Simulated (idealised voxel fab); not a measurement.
process module | voxel ribs on slabs
cross-section cut | 190 nm wide | cells 5 nm
A cross-section is a grid of square cells, given in bands from the top down. A band is one or more rows of cells.
Each band's line starts with the height of the band's top and of its bottom, in nm. Then come its materials from left to right, each with its width in nm. One material with "throughout" fills the band from edge to edge. "air" is empty space.
Height 0 is the level under which the wafer as received is all one material. The lowest band goes on downwards, as in "0 down".
A width such as "30 to 40" changes by the same amount from each row of cells to the next, from the band's top row to its bottom row.
"no change" after a step means that no cell of the cross-section changed.
closed voids: empty space of 8 cells or more with no open way to the top, each as width x height at its distance from the left edge, in nm
after a step's settings: what the simulator itself notes on the step
overlay nm, on a step with a mask: how far to the right of its planned place the mask lay; to the left if negative
plan
1 op RECEIVE | material Si
2 op DIRECTIONAL_DEP | material SiO2 | thk nm 25
3 op DIRECTIONAL_DEP | material polySi | thk nm 25
4 op DIRECTIONAL_DEP | material aC | thk nm 15
5 op PATTERN | tone cover | mask id RIB | material resist | width nm 30 | thk nm 35 | overlay nm 0
6 op DIRECTIONAL_ETCH | etch materials aC | depth nm 15
7 op STRIP | etch materials resist
8 op DIRECTIONAL_ETCH | etch materials polySi | depth nm 10
9 op STRIP | etch materials aC
10 op MASKED_ETCH | tone cover | mask id SLAB | width nm 90 | etch materials polySi | depth nm 15 | overlay nm 0
11 op FILL_DEP | material SiO2 | thk nm 20
12 op CMP | height nm 65
13 op DIRECTIONAL_DEP | material W | thk nm 5
14 op PATTERN | tone cover | mask id HEATER | material resist | width nm 40 | thk nm 15 | overlay nm 0
15 op DIRECTIONAL_ETCH | etch materials W | depth nm 5
16 op STRIP | etch materials resist
17 op CONFORMAL_DEP | material SiO2 | thk nm 5
first wafer, as planned
as received, after step 1
  0 down: Si throughout
  closed voids: none
after step 2
  25 to 0: SiO2 throughout
  below 0: unchanged
after step 3
  50 to 25: polySi throughout
  below 25: unchanged
after step 4
  65 to 50: aC throughout
  below 50: unchanged
after step 5
  100 to 65: air 80 | resist 30 | air 80
  below 65: unchanged
after step 6
  85 to 65: air 80 | resist 30 | air 80
  65 to 50: air 80 | aC 30 | air 80
  below 50: unchanged
after step 7
  65 to 50: air 80 | aC 30 | air 80
  below 50: unchanged
after step 8
  65 to 50: air 80 | aC 30 | air 80
  50 to 40: air 80 | polySi 30 | air 80
  below 40: unchanged
after step 9
  50 to 40: air 80 | polySi 30 | air 80
  below 40: unchanged
after step 10
  50 to 40: air 80 | polySi 30 | air 80
  40 to 25: air 50 | polySi 90 | air 50
  below 25: unchanged
after step 11
  70 to 50: SiO2 throughout
  50 to 40: SiO2 80 | polySi 30 | SiO2 80
  40 to 25: SiO2 50 | polySi 90 | SiO2 50
  below 25: unchanged
after step 12
  65 to 50: SiO2 throughout
  below 50: unchanged
after step 13
  70 to 65: W throughout
  below 65: unchanged
after step 14
  85 to 70: air 75 | resist 40 | air 75
  below 70: unchanged
after step 15
  85 to 70: air 75 | resist 40 | air 75
  70 to 65: air 75 | W 40 | air 75
  below 65: unchanged
after step 16
  70 to 65: air 75 | W 40 | air 75
  below 65: unchanged
after step 17
  75 to 70: air 70 | SiO2 50 | air 70
  70 to 65: SiO2 75 | W 40 | SiO2 75
  below 65: unchanged
second wafer: like start, like plan, one mistake. Through step 13 it matches the first wafer
when step 14 should have ended
  85 to 70: resist 75 | air 40 | resist 75
  below 70: unchanged
when step 15 should have ended
  85 to 70: resist 75 | air 40 | resist 75
  70 to 65: W 75 | air 40 | W 75
  below 65: unchanged
when step 16 should have ended
  70 to 65: W 75 | air 40 | W 75
  below 65: unchanged
when step 17 should have ended
  75 to 70: SiO2 80 | air 30 | SiO2 80
  70 to 65: W 75 | SiO2 40 | W 75
  below 65: unchanged
what went wrong: step 14 ran as: op PATTERN | tone open | mask id HEATER | material resist | width nm 40 | thk nm 15 | overlay nm 0
at the end the second wafer has, in cells: 22 more of W
